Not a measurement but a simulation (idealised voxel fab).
Module name: voxel fin reveal (process module)
Cross-section cut: width 240 nm, square cells of 5 nm.
When this document writes out a cross-section, it uses a grid of square cells and lists it as bands, beginning at the top and moving down, with a band standing for one or more rows of cells. In this notation a band is specified by the heights of its top and bottom, in that order and in nm, after which its materials appear from left to right, each paired with its width in nm. The word "throughout" attached to a single material means that material fills the band from edge to edge; the word "air" stands for empty space. Where do heights start? At 0: under that level the wafer as delivered is made of one material only. And the lowest band has no floor; it just carries on downward, as in "0 nm and below". Top row gets the first number, bottom row gets the second, and each row in between changes by the same step: that is how a band width like "30->40" works. A step reported as "nothing got changed" is a step in which no cell of the cross-section changed. You'll see "Closed void entries" listing empty spaces that have no way open to the top, as long as they're 8 cells or more; the notation is width x height at distance, where the distance is from the left edge, and all of it is in nm. Heads up: the bit after the settings on a step's line is the simulator's remark on that step. overlay nm: right-of-plan distance of the mask on a masked step; negative values mean left-of-plan.
The process steps that were planned are listed below:
1: RECEIVE with material Si
2: CONFORMAL_DEP with material SiN, thk nm 5
3: MASKED_ETCH with tone cover, mask id FINS, width nm 15, pitch nm 45, etch materials SiN, depth nm 5, overlay nm 0
4: MASKED_ETCH with tone cover, mask id FINS, width nm 15, pitch nm 45, etch materials Si, depth nm 35, overlay nm 0
5: OXIDIZE with depth nm 5
6: FILL_DEP with material SiO2, thk nm 10
7: CMP with height nm 5
8: SELECTIVE_ETCH with etch materials SiO2, depth nm 15
9: STRIP with etch materials SiN
This is the cross-section of the wafer as we received it, i.e. after step 1:
	0 nm and below: Si throughout
	Closed void entries: none
Cross-section: first of two wafers, module finished, run according to plan:
	0 nm to -10 nm: air 50  Si 5  air 40  Si 5  air 40  Si 5  air 40  Si 5  air 50
	-10 nm to -40 nm: SiO2 50  Si 5  SiO2 40  Si 5  SiO2 40  Si 5  SiO2 40  Si 5  SiO2 50
	-40 nm and below: Si throughout
	Closed void entries: none
So this is wafer number two of the two, cut at the end of the module - it started where the first did and had the same plan, we just got one thing wrong running it:
	5 nm to 0 nm: air 45  SiN 15  air 30  SiN 15  air 30  SiN 15  air 30  SiN 15  air 45
	0 nm to -40 nm: air 50  Si 5  air 40  Si 5  air 40  Si 5  air 40  Si 5  air 50
	-40 nm and below: Si throughout
	Closed void entries: none
In executing the process, a mistake was made relative to the plan: step 9 was not run as planned; what actually ran was STRIP with etch materials SiO2
Materials where the second wafer ends with more or fewer cells than the first: +12 SiN; -264 SiO2
